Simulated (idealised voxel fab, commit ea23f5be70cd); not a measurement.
Process module name: voxel local oxidation
FYI the section here is cut, 255 nm wide, cells are 5 nm squares.
How to read a cross-section here: the picture is a grid of square cells, written as bands going from the top down, and any band can span one or more rows of cells. This entry defines a band. It first specifies the height of the band's top and the height of its bottom in nm, and then specifies the band's materials from left to right, stating each material with its width in nm. The word "everywhere" identifies a single material that fills the band from edge to edge, while the word "air" identifies empty space. The reference from which all heights are counted is 0, the level beneath which the as-received wafer is entirely one material; the lowest band, having no lower bound, proceeds downward and is written after the example "0 nm and below". Think of "30->40" as a width that walks from the first number to the second as you go down the band, top row to bottom row, taking equal-sized steps from row to row. Given "remained the same" for a step, no cell of the cross-section differs between before and after that step. In the "Cavities, closed" entry, you get each enclosed empty space of 8 cells or more, one with no open way to the top, written width x height at distance, distance from the left edge, in nm. Whatever follows a step's settings on its line is a remark the simulator itself makes about that step. You can add "overlay nm" to a step's line. For a step with a mask, it describes how far the mask lay to the right of its planned position, and a negative number describes a lay to the left.

**Steps planned for the process**
1 RECEIVE | material Si
2 OXIDIZE | depth nm 5
3 CONFORMAL_DEP | material SiN | thk nm 10
4 PATTERN | tone cover | mask id ACTIVE | material resist | width nm 105 | thk nm 20 | overlay nm 0
5 DIRECTIONAL_ETCH | etch materials SiN | depth nm 10
6 STRIP | etch materials resist
7 SELECTIVE_ETCH | etch materials SiO2 | depth nm 5
8 OXIDIZE | depth nm 10
9 STRIP | etch materials SiN

**Incoming wafer in cross-section (state: after step 1)**
    0 nm and below = Si everywhere
    Cavities, closed: none

**Cross-sectional image of the first of two wafers at the end of the module, the run having proceeded as planned**
    0 nm to -5 nm = 80 air, then 95 SiO2, then 80 air
    -5 nm to -15 nm = 90 SiO2, then 75 Si, then 90 SiO2
    -15 nm and below = Si everywhere
    Cavities, closed: none

**Here's the second of our two wafers sectioned at module end. Same start as the first, same plan, but one mistake got made running it**
    0 nm to -5 nm = 85 air, then 90 SiO2, then 80 air
    -5 nm to -15 nm = 95 SiO2, then 70 Si, then 90 SiO2
    -15 nm and below = Si everywhere
    Cavities, closed: none
What was the processing mistake? step 4: run off-plan, actual operation and settings PATTERN | tone cover | mask id ACTIVE | material resist | width nm 100 | thk nm 20 | overlay nm 0
at the end the second wafer has, in cells: Si: 2 fewer, SiO2: 1 more
